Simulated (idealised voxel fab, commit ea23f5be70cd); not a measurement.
Herein follows the process module entitled voxel gate over fins.
FYI the section here is cut, 145 nm wide, cells are 5 nm squares.
Heads up, the way a cross-section reads in here is a grid of square cells, handed over as bands from the top down, with every band being one or more rows of cells.
Per band: top height and bottom height in nm, followed by the left-to-right materials and their widths in nm; "everywhere" marks a single material spanning edge to edge, "empty" marks empty space.
The reference from which all heights are counted is 0, the level beneath which the as-received wafer is entirely one material; the lowest band, having no lower bound, proceeds downward and is written after the example "top 0, no bottom".
With a width like "30 to 40", each row of cells in the band differs from the next by the same amount, the top row carrying the first number and the bottom row the second.
The designation "stayed the same", where it is given for a processing step, indicates that no cell of the cross-section was altered in the course of that step.
"Trapped cavities": sealed empty spaces, 8 cells or more, no open way to top, listed width x height at distance, with distance from the left edge and width, height and distance in nm.
Text after the settings on a step's line: the simulator's own remark on that step.
Each step line may optionally specify "overlay nm", which for a step with a mask gives the rightward distance between the mask's planned place and where it lay, a negative value indicating the leftward direction.
### Process steps (planned)
| 1 | RECEIVE | material Si |
| 2 | CONFORMAL_DEP | material SiN | thk nm 10 |
| 3 | PATTERN | tone cover | mask id FINS | material resist | width nm 15 | pitch nm 35 | thk nm 15 | overlay nm 0 |
| 4 | DIRECTIONAL_ETCH | etch materials SiN | depth nm 10 |
| 5 | DIRECTIONAL_ETCH | etch materials Si | depth nm 40 |
| 6 | STRIP | etch materials resist |
| 7 | FILL_DEP | material SiO2 | thk nm 5 |
| 8 | CMP | height nm 10 |
| 9 | SELECTIVE_ETCH | etch materials SiO2 | depth nm 25 |
| 10 | STRIP | etch materials SiN |
| 11 | CONFORMAL_DEP | material HfO2 | thk nm 5 |
| 12 | CONFORMAL_DEP | material TiN | thk nm 5 |
| 13 | CONFORMAL_DEP | material TiAl | thk nm 5 |
| 14 | CONFORMAL_DEP | material TiN | thk nm 5 |
| 15 | FILL_DEP | material W | thk nm 10 |
| 16 | CMP | height nm 25 |
| 17 | CONFORMAL_DEP | material SiCN | thk nm 5 |
### First of the two wafers, run per plan
### Wafer as received: cross-section following step 1
* top 0, no bottom: Si everywhere
* Trapped cavities: none
### Wafer after step 2 (cross-section)
* top 10, bottom 0: SiN everywhere
* Below 0 it's all the same as before, nothing changed down there.
### Wafer after step 3 (cross-section)
* top 25, bottom 10: empty=45; resist=15; empty=20; resist=15; empty=50
* Below 10 it's all the same as before, nothing changed down there.
### Wafer after step 4 (cross-section)
* top 25, bottom 10: empty=45; resist=15; empty=20; resist=15; empty=50
* top 10, bottom 0: empty=45; SiN=15; empty=20; SiN=15; empty=50
* Below 0 it's all the same as before, nothing changed down there.
### Wafer after step 5 (cross-section)
* top 25, bottom 10: empty=45; resist=15; empty=20; resist=15; empty=50
* top 10, bottom 0: empty=45; SiN=15; empty=20; SiN=15; empty=50
* top 0, bottom -40: empty=45; Si=15; empty=20; Si=15; empty=50
* Below -40 it's all the same as before, nothing changed down there.
### Wafer after step 6 (cross-section)
* top 10, bottom 0: empty=45; SiN=15; empty=20; SiN=15; empty=50
* Below 0 it's all the same as before, nothing changed down there.
### Wafer after step 7 (cross-section)
* top 15, bottom 10: SiO2 everywhere
* top 10, bottom 0: SiO2=45; SiN=15; SiO2=20; SiN=15; SiO2=50
* top 0, bottom -40: SiO2=45; Si=15; SiO2=20; Si=15; SiO2=50
* Below -40 it's all the same as before, nothing changed down there.
### Wafer after step 8 (cross-section)
* top 10, bottom 0: SiO2=45; SiN=15; SiO2=20; SiN=15; SiO2=50
* Below 0 it's all the same as before, nothing changed down there.
### Wafer after step 9 (cross-section)
* top 10, bottom 0: empty=45; SiN=15; empty=20; SiN=15; empty=50
* top 0, bottom -15: empty=45; Si=15; empty=20; Si=15; empty=50
* Below -15 it's all the same as before, nothing changed down there.
### Wafer after step 10 (cross-section)
* top 0, bottom -15: empty=45; Si=15; empty=20; Si=15; empty=50
* Below -15 it's all the same as before, nothing changed down there.
### Wafer after step 11 (cross-section)
* top 5, bottom 0: empty=40; HfO2=25; empty=10; HfO2=25; empty=45
* top 0, bottom -10: empty=40; HfO2=5; Si=15; HfO2=5; empty=10; HfO2=5; Si=15; HfO2=5; empty=45
* top -10, bottom -15: HfO2=45; Si=15; HfO2=20; Si=15; HfO2=50
* Below -15 it's all the same as before, nothing changed down there.
### Wafer after step 12 (cross-section)
* top 10, bottom 5: empty=35; TiN=70; empty=40
* top 5, bottom 0: empty=35; TiN=5; HfO2=25; TiN=10; HfO2=25; TiN=5; empty=40
* top 0, bottom -5: empty=35; TiN=5; HfO2=5; Si=15; HfO2=5; TiN=10; HfO2=5; Si=15; HfO2=5; TiN=5; empty=40
* top -5, bottom -10: TiN=40; HfO2=5; Si=15; HfO2=5; TiN=10; HfO2=5; Si=15; HfO2=5; TiN=45
* Below -10 it's all the same as before, nothing changed down there.
### Wafer after step 13 (cross-section)
* top 15, bottom 10: empty=30; TiAl=80; empty=35
* top 10, bottom 5: empty=30; TiAl=5; TiN=70; TiAl=5; empty=35
* top 5, bottom 0: empty=30; TiAl=5; TiN=5; HfO2=25; TiN=10; HfO2=25; TiN=5; TiAl=5; empty=35
* top 0, bottom -5: TiAl=35; TiN=5; HfO2=5; Si=15; HfO2=5; TiN=10; HfO2=5; Si=15; HfO2=5; TiN=5; TiAl=40
* Below -5 it's all the same as before, nothing changed down there.
### Wafer after step 14 (cross-section)
* top 20, bottom 15: empty=25; TiN=90; empty=30
* top 15, bottom 10: empty=25; TiN=5; TiAl=80; TiN=5; empty=30
* top 10, bottom 5: empty=25; TiN=5; TiAl=5; TiN=70; TiAl=5; TiN=5; empty=30
* top 5, bottom 0: TiN=30; TiAl=5; TiN=5; HfO2=25; TiN=10; HfO2=25; TiN=5; TiAl=5; TiN=35
* Below 0 it's all the same as before, nothing changed down there.
### Wafer after step 15 (cross-section)
* top 30, bottom 20: W everywhere
* top 20, bottom 15: W=25; TiN=90; W=30
* top 15, bottom 10: W=25; TiN=5; TiAl=80; TiN=5; W=30
* top 10, bottom 5: W=25; TiN=5; TiAl=5; TiN=70; TiAl=5; TiN=5; W=30
* Below 5 it's all the same as before, nothing changed down there.
### Wafer after step 16 (cross-section)
* top 25, bottom 20: W everywhere
* Below 20 it's all the same as before, nothing changed down there.
### Wafer after step 17 (cross-section)
* top 30, bottom 25: SiCN everywhere
* Below 25 it's all the same as before, nothing changed down there.
### Wafer two. Same start, same plan, one slip in execution. Same as wafer one through step 1, inclusive
### X-section, second wafer, when step 2 was due to finish
* top 10, bottom 0: TiAl everywhere
* Below 0 it's all the same as before, nothing changed down there.
### X-section, second wafer, when step 3 was due to finish
* top 25, bottom 10: empty=45; resist=15; empty=20; resist=15; empty=50
* Below 10 it's all the same as before, nothing changed down there.
X-section, second wafer, when step 4 was due to finish: stayed the same
X-section, second wafer, when step 5 was due to finish: stayed the same
### X-section, second wafer, when step 6 was due to finish
* top 10, bottom 0: TiAl everywhere
* Below 0 it's all the same as before, nothing changed down there.
### X-section, second wafer, when step 7 was due to finish
* top 15, bottom 10: SiO2 everywhere
* Below 10 it's all the same as before, nothing changed down there.
### X-section, second wafer, when step 8 was due to finish
* top 10, bottom 0: TiAl everywhere
* Below 0 it's all the same as before, nothing changed down there.
X-section, second wafer, when step 9 was due to finish: stayed the same
X-section, second wafer, when step 10 was due to finish: stayed the same
### X-section, second wafer, when step 11 was due to finish
* top 15, bottom 10: HfO2 everywhere
* Below 10 it's all the same as before, nothing changed down there.
### X-section, second wafer, when step 12 was due to finish
* top 20, bottom 15: TiN everywhere
* Below 15 it's all the same as before, nothing changed down there.
### X-section, second wafer, when step 13 was due to finish
* top 25, bottom 20: TiAl everywhere
* Below 20 it's all the same as before, nothing changed down there.
### X-section, second wafer, when step 14 was due to finish
* top 30, bottom 25: TiN everywhere
* Below 25 it's all the same as before, nothing changed down there.
### X-section, second wafer, when step 15 was due to finish
* top 40, bottom 30: W everywhere
* Below 30 it's all the same as before, nothing changed down there.
### X-section, second wafer, when step 16 was due to finish
* top 25, bottom 20: TiAl everywhere
* Below 20 it's all the same as before, nothing changed down there.
### X-section, second wafer, when step 17 was due to finish
* top 30, bottom 25: SiCN everywhere
* Below 25 it's all the same as before, nothing changed down there.
Where did the run depart from the plan? step 2 ran differently from the plan; actual operation with settings: CONFORMAL_DEP | material TiAl | thk nm 10
End check, counted in cells, second wafer has more or fewer of these materials than the first: HfO2: 12 fewer | Si: 184 more | SiO2: 115 fewer | TiAl: 52 more | TiN: 47 fewer | W: 62 fewer
